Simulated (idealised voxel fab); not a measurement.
The process module presented herein is designated voxel plated lines.
Cross-section cut: width 195 nm, square cells of 5 nm.
For the purposes of this document, a cross-section shall be understood as a grid of square cells, specified as bands listed in top-to-bottom order, each band consisting of one or more rows of cells.
Within each band entry, the heights of the top and of the bottom of the band appear first, in that order and in nm; the materials of the band then follow from left to right, each with its corresponding width in nm. The designation "throughout" on a single material indicates that it fills the band from edge to edge; the designation "empty" indicates empty space.
Heights are reckoned from 0. Under this level, the received wafer is all of one material. The bottommost band is open-ended downward, for example "z 0 and below".
Width "30->40": first value at the band's top row of cells, second value at its bottom row, equal change from row to row.
Basically "changes: none" means that step didn't change any cell in the cross-section.
Closed-off voids of 8+ cells (no open route to the top) go in "Enclosed cavities", written width x height at distance from the left edge, in nm.
Past the settings on a step's line: simulator remark, on that step.
"overlay nm", when on a step's line for a step with a mask, measures how far to the right of its planned place the mask lay; a negative measure means to the left.
## Process steps (planned)
1 RECEIVE (material Si)
2 CONFORMAL_DEP (material SiN; thk nm 10)
3 DIRECTIONAL_DEP (material TiN; thk nm 5)
4 PATTERN (tone open; mask id LINES; material resist; width nm 20; pitch nm 40; thk nm 15; overlay nm 0)
5 EPI (material Ru; thk nm 5)
6 STRIP (etch materials resist)
7 DIRECTIONAL_ETCH (etch materials TiN; depth nm 5)
8 CONFORMAL_DEP (material SiCN; thk nm 10)
## What follows covers the first of two wafers; it ran as planned
## The cross-section here shows the wafer as received, i.e. in its state after step 1
z 0 and below: Si throughout
Enclosed cavities: none
## Wafer xsec, post step 2
z 10 to 0: SiN throughout
Note: structure below 0 unchanged.
## Wafer xsec, post step 3
z 15 to 10: TiN throughout
Note: structure below 10 unchanged.
## Wafer xsec, post step 4
z 30 to 15: resist 45 nm; empty 20 nm; resist 20 nm; empty 20 nm; resist 20 nm; empty 20 nm; resist 50 nm
Note: structure below 15 unchanged.
## Wafer xsec, post step 5
z 30 to 20: resist 45 nm; empty 20 nm; resist 20 nm; empty 20 nm; resist 20 nm; empty 20 nm; resist 50 nm
z 20 to 15: resist 45 nm; Ru 20 nm; resist 20 nm; Ru 20 nm; resist 20 nm; Ru 20 nm; resist 50 nm
Note: structure below 15 unchanged.
## Wafer xsec, post step 6
z 20 to 15: empty 45 nm; Ru 20 nm; empty 20 nm; Ru 20 nm; empty 20 nm; Ru 20 nm; empty 50 nm
Note: structure below 15 unchanged.
## Wafer xsec, post step 7
z 20 to 15: empty 45 nm; Ru 20 nm; empty 20 nm; Ru 20 nm; empty 20 nm; Ru 20 nm; empty 50 nm
z 15 to 10: empty 45 nm; TiN 20 nm; empty 20 nm; TiN 20 nm; empty 20 nm; TiN 20 nm; empty 50 nm
Note: structure below 10 unchanged.
## Wafer xsec, post step 8
z 30 to 20: empty 35 nm; SiCN 120 nm; empty 40 nm
z 20 to 15: SiCN 45 nm; Ru 20 nm; SiCN 20 nm; Ru 20 nm; SiCN 20 nm; Ru 20 nm; SiCN 50 nm
z 15 to 10: SiCN 45 nm; TiN 20 nm; SiCN 20 nm; TiN 20 nm; SiCN 20 nm; TiN 20 nm; SiCN 50 nm
Note: structure below 10 unchanged.
## Second wafer. Start and plan as for the first. One mistake made in running. Agrees with the first up to and including step 7
## Cross-section of the second wafer when, according to plan, step 8 should have finished
z 35 to 25: empty 30 nm; SiCN 130 nm; empty 35 nm
z 25 to 20: SiCN throughout
z 20 to 15: SiCN 45 nm; Ru 20 nm; SiCN 20 nm; Ru 20 nm; SiCN 20 nm; Ru 20 nm; SiCN 50 nm
z 15 to 10: SiCN 45 nm; TiN 20 nm; SiCN 20 nm; TiN 20 nm; SiCN 20 nm; TiN 20 nm; SiCN 50 nm
Note: structure below 10 unchanged.
Deviation from plan: step 8 ran differently from the plan; actual operation with settings: CONFORMAL_DEP (material SiCN; thk nm 15)
Per the end-of-run cell counts, the second wafer holds more or fewer of some materials than the first: SiCN +43
